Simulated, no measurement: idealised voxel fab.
Proc. module: voxel gate over fins
Section shown: cut. Width: 265 nm. Cell size: 5 nm, square.
Cross-section = grid of square cells, listed top down in bands; band = one or more rows.
For a band, the entry starts with two heights in nm, that of the top and then that of the bottom, and carries on with the band's materials in order from left to right, each alongside its width in nm; the word "full width" beside a single material means it fills the band edge to edge, and "air" means empty space.
Heights are expressed relative to 0, this being the level below which the as-received wafer comprises one material exclusively. The lowest band is unbounded in the downward direction and is denoted as in "0..down".
Note: "30..40" means the width goes from the first number (top row of the band) to the second number (bottom row) in equal steps per row of cells.
Take "same as before" at face value: in the step it is given for, the cross-section changed in none of its cells.
Under "Enclosed void catalog" you'll find the enclosed gaps, the ones with no way out to the top, that are 8 cells or bigger; each reads width x height at distance, with distance counted from the left edge, everything in nm.
It should be noted that, on the line of a given step, the content following the step's settings is a remark produced by the simulator itself with respect to that step.
You can add "overlay nm" to a step's line. For a step with a mask, it describes how far the mask lay to the right of its planned position, and a negative number describes a lay to the left.

### Here's what the planned process steps look like
1: RECEIVE with material Si
2: CONFORMAL_DEP with material SiN, thk nm 5
3: MASKED_ETCH with tone cover, mask id FINS, width nm 15, pitch nm 35, etch materials SiN, depth nm 5, overlay nm 0
4: MASKED_ETCH with tone cover, mask id FINS, width nm 15, pitch nm 35, etch materials Si, depth nm 30, overlay nm 0
5: FILL_DEP with material SiO2, thk nm 10
6: CMP with height nm 5
7: SELECTIVE_ETCH with etch materials SiO2, depth nm 15
8: STRIP with etch materials SiN
9: CONFORMAL_DEP with material HfO2, thk nm 5
10: CONFORMAL_DEP with material TiN, thk nm 5
11: FILL_DEP with material W, thk nm 15
12: CMP with height nm 20
13: CONFORMAL_DEP with material SiCN, thk nm 5

### First out of two wafers; run went to plan

### Cross-section of the wafer upon arrival, representing the state reached after step 1
> 0..down  Si full width
> Enclosed void catalog: none

### Cross-section: wafer state after step 2
> 5..0  SiN full width
> Below a height of 0, the structure has not been altered.

### Cross-section: wafer state after step 3
> 5..0  air 90 nm  SiN 15 nm  air 20 nm  SiN 15 nm  air 20 nm  SiN 15 nm  air 90 nm
> Below a height of 0, the structure has not been altered.

### Cross-section: wafer state after step 4
> 5..0  air 90 nm  SiN 15 nm  air 20 nm  SiN 15 nm  air 20 nm  SiN 15 nm  air 90 nm
> 0..-30  air 90 nm  Si 15 nm  air 20 nm  Si 15 nm  air 20 nm  Si 15 nm  air 90 nm
> Below a height of -30, the structure has not been altered.

### Cross-section: wafer state after step 5
> 15..5  SiO2 full width
> 5..0  SiO2 90 nm  SiN 15 nm  SiO2 20 nm  SiN 15 nm  SiO2 20 nm  SiN 15 nm  SiO2 90 nm
> 0..-30  SiO2 90 nm  Si 15 nm  SiO2 20 nm  Si 15 nm  SiO2 20 nm  Si 15 nm  SiO2 90 nm
> Below a height of -30, the structure has not been altered.

### Cross-section: wafer state after step 6
> 5..0  SiO2 90 nm  SiN 15 nm  SiO2 20 nm  SiN 15 nm  SiO2 20 nm  SiN 15 nm  SiO2 90 nm
> Below a height of 0, the structure has not been altered.

### Cross-section: wafer state after step 7
> 5..0  air 90 nm  SiN 15 nm  air 20 nm  SiN 15 nm  air 20 nm  SiN 15 nm  air 90 nm
> 0..-10  air 90 nm  Si 15 nm  air 20 nm  Si 15 nm  air 20 nm  Si 15 nm  air 90 nm
> Below a height of -10, the structure has not been altered.

### Cross-section: wafer state after step 8
> 0..-10  air 90 nm  Si 15 nm  air 20 nm  Si 15 nm  air 20 nm  Si 15 nm  air 90 nm
> Below a height of -10, the structure has not been altered.

### Cross-section: wafer state after step 9
> 5..0  air 85 nm  HfO2 25 nm  air 10 nm  HfO2 25 nm  air 10 nm  HfO2 25 nm  air 85 nm
> 0..-5  air 85 nm  HfO2 5 nm  Si 15 nm  HfO2 5 nm  air 10 nm  HfO2 5 nm  Si 15 nm  HfO2 5 nm  air 10 nm  HfO2 5 nm  Si 15 nm  HfO2 5 nm  air 85 nm
> -5..-10  HfO2 90 nm  Si 15 nm  HfO2 20 nm  Si 15 nm  HfO2 20 nm  Si 15 nm  HfO2 90 nm
> Below a height of -10, the structure has not been altered.

### Cross-section: wafer state after step 10
> 10..5  air 80 nm  TiN 105 nm  air 80 nm
> 5..0  air 80 nm  TiN 5 nm  HfO2 25 nm  TiN 10 nm  HfO2 25 nm  TiN 10 nm  HfO2 25 nm  TiN 5 nm  air 80 nm
> 0..-5  TiN 85 nm  HfO2 5 nm  Si 15 nm  HfO2 5 nm  TiN 10 nm  HfO2 5 nm  Si 15 nm  HfO2 5 nm  TiN 10 nm  HfO2 5 nm  Si 15 nm  HfO2 5 nm  TiN 85 nm
> Below a height of -5, the structure has not been altered.

### Cross-section: wafer state after step 11
> 25..10  W full width
> 10..5  W 80 nm  TiN 105 nm  W 80 nm
> 5..0  W 80 nm  TiN 5 nm  HfO2 25 nm  TiN 10 nm  HfO2 25 nm  TiN 10 nm  HfO2 25 nm  TiN 5 nm  W 80 nm
> Below a height of 0, the structure has not been altered.

### Cross-section: wafer state after step 12
> 20..10  W full width
> Below a height of 10, the structure has not been altered.

### Cross-section: wafer state after step 13
> 25..20  SiCN full width
> Below a height of 20, the structure has not been altered.

### Okay, second wafer. Nothing different at the start, nothing different in the plan, just one mistake somewhere in the running. As far as step 6, counting that step, it's the first wafer all over again

### Cross-section of the second wafer at the time by which step 7 should have been completed according to the plan
> 5..0  SiO2 90 nm  air 15 nm  SiO2 20 nm  air 15 nm  SiO2 20 nm  air 15 nm  SiO2 90 nm
> Below a height of 0, the structure has not been altered.

### Cross-section of the second wafer at the time by which step 8 should have been completed according to the plan
> 0..-10  air 90 nm  Si 15 nm  air 20 nm  Si 15 nm  air 20 nm  Si 15 nm  air 90 nm
> -10..-15  SiO2 75 nm  air 15 nm  Si 15 nm  air 20 nm  Si 15 nm  air 20 nm  Si 15 nm  air 15 nm  SiO2 75 nm
> Below a height of -15, the structure has not been altered.

### Cross-section of the second wafer at the time by which step 9 should have been completed according to the plan
> 5..0  air 85 nm  HfO2 25 nm  air 10 nm  HfO2 25 nm  air 10 nm  HfO2 25 nm  air 85 nm
> 0..-5  air 85 nm  HfO2 5 nm  Si 15 nm  HfO2 5 nm  air 10 nm  HfO2 5 nm  Si 15 nm  HfO2 5 nm  air 10 nm  HfO2 5 nm  Si 15 nm  HfO2 5 nm  air 85 nm
> -5..-10  HfO2 80 nm  air 5 nm  HfO2 5 nm  Si 15 nm  HfO2 5 nm  air 10 nm  HfO2 5 nm  Si 15 nm  HfO2 5 nm  air 10 nm  HfO2 5 nm  Si 15 nm  HfO2 5 nm  air 5 nm  HfO2 80 nm
> -10..-15  SiO2 75 nm  HfO2 15 nm  Si 15 nm  HfO2 20 nm  Si 15 nm  HfO2 20 nm  Si 15 nm  HfO2 15 nm  SiO2 75 nm
> Below a height of -15, the structure has not been altered.

### Cross-section of the second wafer at the time by which step 10 should have been completed according to the plan
> 10..5  air 80 nm  TiN 105 nm  air 80 nm
> 5..0  air 80 nm  TiN 5 nm  HfO2 25 nm  TiN 10 nm  HfO2 25 nm  TiN 10 nm  HfO2 25 nm  TiN 5 nm  air 80 nm
> 0..-5  TiN 85 nm  HfO2 5 nm  Si 15 nm  HfO2 5 nm  TiN 10 nm  HfO2 5 nm  Si 15 nm  HfO2 5 nm  TiN 10 nm  HfO2 5 nm  Si 15 nm  HfO2 5 nm  TiN 85 nm
> -5..-10  HfO2 80 nm  TiN 5 nm  HfO2 5 nm  Si 15 nm  HfO2 5 nm  TiN 10 nm  HfO2 5 nm  Si 15 nm  HfO2 5 nm  TiN 10 nm  HfO2 5 nm  Si 15 nm  HfO2 5 nm  TiN 5 nm  HfO2 80 nm
> Below a height of -10, the structure has not been altered.

### Cross-section of the second wafer at the time by which step 11 should have been completed according to the plan
> 25..10  W full width
> 10..5  W 80 nm  TiN 105 nm  W 80 nm
> 5..0  W 80 nm  TiN 5 nm  HfO2 25 nm  TiN 10 nm  HfO2 25 nm  TiN 10 nm  HfO2 25 nm  TiN 5 nm  W 80 nm
> Below a height of 0, the structure has not been altered.

### Cross-section of the second wafer at the time by which step 12 should have been completed according to the plan
> 20..10  W full width
> Below a height of 10, the structure has not been altered.

### Cross-section of the second wafer at the time by which step 13 should have been completed according to the plan
> 25..20  SiCN full width
> Below a height of 20, the structure has not been altered.
The plan and the run diverged here: mixed up steps 7 and 8 - ran each in the other's place
Wrapping up, a cell-based count of both wafers puts the second over or under the first for these materials: HfO2: 8 more, SiO2: 14 fewer, TiN: 6 more
